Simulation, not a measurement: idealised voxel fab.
Process module name: voxel ribs on slabs
Pictured: cross-section cut, 165 nm wide, on a grid of 5 nm square cells.
Heads up, the way a cross-section reads in here is a grid of square cells, handed over as bands from the top down, with every band being one or more rows of cells.
Per band: top height and bottom height in nm, followed by the left-to-right materials and their widths in nm; "full width" marks a single material spanning edge to edge, "blank" marks empty space.
We count height from 0. Below that, the starting wafer is all one material. The lowest band never ends at the bottom but goes on down; see "z 0 and below" for how that is written.
A two-number width, for instance "30..40", indicates that the width is equal to the first number in the top row of the band and to the second number in the bottom row, and that it changes by a constant amount per row of cells.
"nothing altered" for a step: no cell of the cross-section changed in that step.
Empty spaces without an open route to the top, at least 8 cells in extent, make up the entry "Encapsulated voids"; each is given as width x height at distance, where the distance is measured from the left edge, and all are in nm.
Post-settings text on a step line: simulator's own remark regarding the step.
overlay nm: where the mask lay relative to plan, measured to the right, on steps with a mask; negatives go left.
### So here's the lineup of process steps we planned
1,RECEIVE,material Si
2,DIRECTIONAL_DEP,material SiO2,thk nm 25
3,DIRECTIONAL_DEP,material SiN,thk nm 15
4,DIRECTIONAL_DEP,material aC,thk nm 10
5,PATTERN,tone cover,mask id RIB,material resist,width nm 25,thk nm 25,overlay nm 0
6,DIRECTIONAL_ETCH,etch materials aC,depth nm 10
7,STRIP,etch materials resist
8,DIRECTIONAL_ETCH,etch materials SiN,depth nm 10
9,STRIP,etch materials aC
10,PATTERN,tone cover,mask id SLAB,material resist,width nm 55,thk nm 15,overlay nm 0
11,DIRECTIONAL_ETCH,etch materials SiN,depth nm 5
12,STRIP,etch materials resist
13,FILL_DEP,material SiO2,thk nm 25
14,CMP,height nm 55
15,DIRECTIONAL_DEP,material W,thk nm 10
16,DIRECTIONAL_DEP,material aC,thk nm 10
17,PATTERN,tone cover,mask id HEATER,material resist,width nm 35,thk nm 25,overlay nm 0
18,DIRECTIONAL_ETCH,etch materials aC,depth nm 10
19,STRIP,etch materials resist
20,DIRECTIONAL_ETCH,etch materials W,depth nm 10
21,STRIP,etch materials aC
22,CONFORMAL_DEP,material SiO2,thk nm 5
### Of two wafers, the first: run according to plan
### Cross-sectional view of the wafer in its as-received condition, corresponding to the state after step 1
z 0 and below | Si full width
Encapsulated voids: none
### Wafer after step 2 (cross-section)
z 25 to 0 | SiO2 full width
Note: structure below 0 unchanged.
### Wafer after step 3 (cross-section)
z 40 to 25 | SiN full width
Note: structure below 25 unchanged.
### Wafer after step 4 (cross-section)
z 50 to 40 | aC full width
Note: structure below 40 unchanged.
### Wafer after step 5 (cross-section)
z 75 to 50 | blank 70 nm / resist 25 nm / blank 70 nm
Note: structure below 50 unchanged.
### Wafer after step 6 (cross-section)
z 65 to 50 | blank 70 nm / resist 25 nm / blank 70 nm
z 50 to 40 | blank 70 nm / aC 25 nm / blank 70 nm
Note: structure below 40 unchanged.
### Wafer after step 7 (cross-section)
z 50 to 40 | blank 70 nm / aC 25 nm / blank 70 nm
Note: structure below 40 unchanged.
### Wafer after step 8 (cross-section)
z 50 to 40 | blank 70 nm / aC 25 nm / blank 70 nm
z 40 to 30 | blank 70 nm / SiN 25 nm / blank 70 nm
Note: structure below 30 unchanged.
### Wafer after step 9 (cross-section)
z 40 to 30 | blank 70 nm / SiN 25 nm / blank 70 nm
Note: structure below 30 unchanged.
### Wafer after step 10 (cross-section)
z 55 to 40 | blank 55 nm / resist 55 nm / blank 55 nm
z 40 to 30 | blank 55 nm / resist 15 nm / SiN 25 nm / resist 15 nm / blank 55 nm
Note: structure below 30 unchanged.
### Wafer after step 11 (cross-section)
z 55 to 40 | blank 55 nm / resist 55 nm / blank 55 nm
z 40 to 30 | blank 55 nm / resist 15 nm / SiN 25 nm / resist 15 nm / blank 55 nm
z 30 to 25 | blank 55 nm / SiN 55 nm / blank 55 nm
Note: structure below 25 unchanged.
### Wafer after step 12 (cross-section)
z 40 to 30 | blank 70 nm / SiN 25 nm / blank 70 nm
Note: structure below 30 unchanged.
### Wafer after step 13 (cross-section)
z 65 to 40 | SiO2 full width
z 40 to 30 | SiO2 70 nm / SiN 25 nm / SiO2 70 nm
z 30 to 25 | SiO2 55 nm / SiN 55 nm / SiO2 55 nm
Note: structure below 25 unchanged.
### Wafer after step 14 (cross-section)
z 55 to 40 | SiO2 full width
Note: structure below 40 unchanged.
### Wafer after step 15 (cross-section)
z 65 to 55 | W full width
Note: structure below 55 unchanged.
### Wafer after step 16 (cross-section)
z 75 to 65 | aC full width
Note: structure below 65 unchanged.
### Wafer after step 17 (cross-section)
z 100 to 75 | blank 65 nm / resist 35 nm / blank 65 nm
Note: structure below 75 unchanged.
### Wafer after step 18 (cross-section)
z 90 to 75 | blank 65 nm / resist 35 nm / blank 65 nm
z 75 to 65 | blank 65 nm / aC 35 nm / blank 65 nm
Note: structure below 65 unchanged.
### Wafer after step 19 (cross-section)
z 75 to 65 | blank 65 nm / aC 35 nm / blank 65 nm
Note: structure below 65 unchanged.
### Wafer after step 20 (cross-section)
z 75 to 65 | blank 65 nm / aC 35 nm / blank 65 nm
z 65 to 55 | blank 65 nm / W 35 nm / blank 65 nm
Note: structure below 55 unchanged.
### Wafer after step 21 (cross-section)
z 65 to 55 | blank 65 nm / W 35 nm / blank 65 nm
Note: structure below 55 unchanged.
### Wafer after step 22 (cross-section)
z 70 to 65 | blank 60 nm / SiO2 45 nm / blank 60 nm
z 65 to 60 | blank 60 nm / SiO2 5 nm / W 35 nm / SiO2 5 nm / blank 60 nm
z 60 to 55 | SiO2 65 nm / W 35 nm / SiO2 65 nm
Note: structure below 55 unchanged.
### The second wafer: identical to the first at the outset and in its planned sequence, differing only in that one mistake was made during processing; up to and including step 1, its path is the first wafer's path
### Second wafer: cross-section at the scheduled end of step 2
z 15 to 0 | SiN full width
Note: structure below 0 unchanged.
### Second wafer: cross-section at the scheduled end of step 3
z 40 to 15 | SiO2 full width
Note: structure below 15 unchanged.
### Second wafer: cross-section at the scheduled end of step 4
z 50 to 40 | aC full width
Note: structure below 40 unchanged.
### Second wafer: cross-section at the scheduled end of step 5
z 75 to 50 | blank 70 nm / resist 25 nm / blank 70 nm
Note: structure below 50 unchanged.
### Second wafer: cross-section at the scheduled end of step 6
z 65 to 50 | blank 70 nm / resist 25 nm / blank 70 nm
z 50 to 40 | blank 70 nm / aC 25 nm / blank 70 nm
Note: structure below 40 unchanged.
### Second wafer: cross-section at the scheduled end of step 7
z 50 to 40 | blank 70 nm / aC 25 nm / blank 70 nm
Note: structure below 40 unchanged.
Second wafer: cross-section at the scheduled end of step 8: nothing altered
### Second wafer: cross-section at the scheduled end of step 9
z 40 to 15 | SiO2 full width
Note: structure below 15 unchanged.
### Second wafer: cross-section at the scheduled end of step 10
z 55 to 40 | blank 55 nm / resist 55 nm / blank 55 nm
Note: structure below 40 unchanged.
Second wafer: cross-section at the scheduled end of step 11: nothing altered
### Second wafer: cross-section at the scheduled end of step 12
z 40 to 15 | SiO2 full width
Note: structure below 15 unchanged.
### Second wafer: cross-section at the scheduled end of step 13
z 65 to 15 | SiO2 full width
Note: structure below 15 unchanged.
### Second wafer: cross-section at the scheduled end of step 14
z 55 to 15 | SiO2 full width
Note: structure below 15 unchanged.
### Second wafer: cross-section at the scheduled end of step 15
z 65 to 55 | W full width
Note: structure below 55 unchanged.
### Second wafer: cross-section at the scheduled end of step 16
z 75 to 65 | aC full width
Note: structure below 65 unchanged.
### Second wafer: cross-section at the scheduled end of step 17
z 100 to 75 | blank 65 nm / resist 35 nm / blank 65 nm
Note: structure below 75 unchanged.
### Second wafer: cross-section at the scheduled end of step 18
z 90 to 75 | blank 65 nm / resist 35 nm / blank 65 nm
z 75 to 65 | blank 65 nm / aC 35 nm / blank 65 nm
Note: structure below 65 unchanged.
### Second wafer: cross-section at the scheduled end of step 19
z 75 to 65 | blank 65 nm / aC 35 nm / blank 65 nm
Note: structure below 65 unchanged.
### Second wafer: cross-section at the scheduled end of step 20
z 75 to 65 | blank 65 nm / aC 35 nm / blank 65 nm
z 65 to 55 | blank 65 nm / W 35 nm / blank 65 nm
Note: structure below 55 unchanged.
### Second wafer: cross-section at the scheduled end of step 21
z 65 to 55 | blank 65 nm / W 35 nm / blank 65 nm
Note: structure below 55 unchanged.
### Second wafer: cross-section at the scheduled end of step 22
z 70 to 65 | blank 60 nm / SiO2 45 nm / blank 60 nm
z 65 to 60 | blank 60 nm / SiO2 5 nm / W 35 nm / SiO2 5 nm / blank 60 nm
z 60 to 55 | SiO2 65 nm / W 35 nm / SiO2 65 nm
Note: structure below 55 unchanged.
It is concluded that the wafer was processed incorrectly with respect to the plan, in that contrary to the plan, steps 2 and 3 were processed in exchanged order
Wrapping up, a cell-based count of both wafers puts the second over or under the first for these materials: +78 SiN, -78 SiO2
